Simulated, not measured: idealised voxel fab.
voxel wiring stack: a process module
Section cut is 190 nm wide and gridded with 5 nm square cells.
Cross-section spec: square-cell grid; bands listed top down; each band is one or more rows.
Heights first: top, then bottom, in nm. Then materials, left to right, each with a width in nm. "all across" on a single material: fills the band edge to edge. "blank": empty space.
Heights are measured from 0, the level below which the as-received wafer is all one material; the lowest band has no bottom and continues downward, written as in "0 and below".
With a width like "30->40", each row of cells in the band differs from the next by the same amount, the top row carrying the first number and the bottom row the second.
Step note "nothing different" = no cross-section cell changed.
In the "Internal closed voids" entry, you get each enclosed empty space of 8 cells or more, one with no open way to the top, written width x height at distance, distance from the left edge, in nm.
Step line, after settings: the simulator's comment on this step.
overlay nm: how far to the right of its planned place the mask lay on this masked step (negative: to the left).

Planned step list for the process
1,RECEIVE,material Si
2,CONFORMAL_DEP,material SiO2,thk nm 10
3,DIRECTIONAL_DEP,material TiN,thk nm 5
4,DIRECTIONAL_DEP,material Ru,thk nm 20
5,MASKED_ETCH,tone cover,mask id METAL_1,width nm 25,pitch nm 40,etch materials Ru,depth nm 20,overlay nm 0
6,MASKED_ETCH,tone cover,mask id METAL_1,width nm 25,pitch nm 40,etch materials TiN,depth nm 5,overlay nm 0
7,FILL_DEP,material SiO2,thk nm 10
8,CMP,height nm 35
9,CONFORMAL_DEP,material SiCN,thk nm 5
10,DIRECTIONAL_DEP,material lowk,thk nm 30
11,PATTERN,tone open,mask id METAL_2_HOLES,material resist,width nm 15,thk nm 20,overlay nm 0
12,DIRECTIONAL_ETCH,etch materials lowk,depth nm 30
13,STRIP,etch materials resist
14,DIRECTIONAL_DEP,material aC,thk nm 10
15,PATTERN,tone open,mask id METAL_2,material resist,width nm 25,pitch nm 40,thk nm 30,overlay nm 0
16,DIRECTIONAL_ETCH,etch materials aC,depth nm 10
17,STRIP,etch materials resist
18,DIRECTIONAL_ETCH,etch materials lowk,depth nm 20
19,DIRECTIONAL_ETCH,etch materials SiCN,depth nm 5
20,STRIP,etch materials aC
21,CONFORMAL_DEP,material TiN,thk nm 5
22,FILL_DEP,material Cu,thk nm 10
23,CMP,height nm 70
24,CONFORMAL_DEP,material SiCN,thk nm 5
25,DIRECTIONAL_DEP,material SiO2,thk nm 35
26,MASKED_ETCH,tone open,mask id METAL_3,width nm 25,pitch nm 40,etch materials SiO2,depth nm 20,overlay nm 0
27,DIRECTIONAL_DEP,material aC,thk nm 10
28,PATTERN,tone open,mask id METAL_3_HOLES,material resist,width nm 15,pitch nm 40,thk nm 25,overlay nm 0
29,DIRECTIONAL_ETCH,etch materials aC,depth nm 10
30,STRIP,etch materials resist
31,DIRECTIONAL_ETCH,etch materials SiO2,depth nm 15
32,DIRECTIONAL_ETCH,etch materials SiCN,depth nm 5
33,STRIP,etch materials aC
34,CONFORMAL_DEP,material TiN,thk nm 5
35,FILL_DEP,material Ru,thk nm 10
36,CMP,height nm 110
37,CONFORMAL_DEP,material SiCN,thk nm 5
38,DIRECTIONAL_DEP,material SiO2,thk nm 25
39,PATTERN,tone open,mask id METAL_4,material resist,width nm 25,pitch nm 40,thk nm 15,overlay nm 0
40,DIRECTIONAL_ETCH,etch materials SiO2,depth nm 15
41,STRIP,etch materials resist
42,MASKED_ETCH,tone open,mask id METAL_4_HOLES,width nm 15,etch materials SiO2,depth nm 10,overlay nm 0
43,MASKED_ETCH,tone open,mask id METAL_4_HOLES,width nm 15,etch materials SiCN,depth nm 5,overlay nm 0
44,CONFORMAL_DEP,material TiN,thk nm 5
45,FILL_DEP,material Cu,thk nm 5
46,CMP,height nm 140
47,CONFORMAL_DEP,material SiCN,thk nm 5

This is the cross-section of the wafer as we received it, i.e. after step 1
> 0 and below  Si all across
> Internal closed voids: none

The following cross-section depicts the wafer upon conclusion of the module. Processing commenced from the starting condition illustrated above and adhered to the plan illustrated above, save for one mistake in execution
> 145 down to 140  SiCN all across
> 140 down to 130  SiO2 (60)  TiN (5)  Cu (15)  TiN (5)  SiO2 (15)  TiN (5)  Cu (15)  TiN (5)  SiO2 (65)
> 130 down to 125  SiO2 (60)  TiN (5)  Cu (5)  TiN (15)  SiO2 (15)  TiN (25)  SiO2 (65)
> 125 down to 120  SiO2 (60)  TiN (5)  Cu (5)  TiN (5)  SiO2 (115)
> 120 down to 115  SiO2 (60)  TiN (15)  SiO2 (115)
> 115 down to 110  SiCN (65)  TiN (10)  SiCN (115)
> 110 down to 95  SiO2 (60)  TiN (5)  Ru (15)  TiN (5)  SiO2 (15)  TiN (5)  Ru (15)  TiN (5)  SiO2 (65)
> 95 down to 90  SiO2 (60)  TiN (5)  Ru (5)  TiN (15)  SiO2 (15)  TiN (5)  Ru (5)  TiN (15)  SiO2 (65)
> 90 down to 75  SiO2 (60)  TiN (5)  Ru (5)  TiN (5)  SiO2 (25)  TiN (5)  Ru (5)  TiN (5)  SiO2 (75)
> 75 down to 70  SiCN (60)  TiN (15)  SiCN (25)  TiN (15)  SiCN (75)
> 70 down to 55  lowk (60)  TiN (5)  Cu (15)  TiN (5)  lowk (15)  TiN (5)  Cu (15)  TiN (5)  lowk (65)
> 55 down to 50  lowk (60)  TiN (5)  Cu (5)  TiN (15)  lowk (15)  TiN (25)  lowk (65)
> 50 down to 40  lowk (60)  TiN (5)  Cu (5)  TiN (5)  lowk (115)
> 40 down to 35  SiCN (60)  TiN (15)  SiCN (115)
> 35 down to 15  SiO2 (60)  Ru (25)  SiO2 (15)  Ru (25)  SiO2 (65)
> 15 down to 10  SiO2 (60)  TiN (25)  SiO2 (15)  TiN (25)  SiO2 (65)
> 10 down to 0  SiO2 all across
> 0 and below  Si all across
> Internal closed voids: none
Here's what went sideways: step 43 was processed under conditions differing from the plan, specifically as MASKED_ETCH,tone open,mask id METAL_4_HOLES,width nm 15,etch materials SiCN,depth nm 5,overlay nm 5
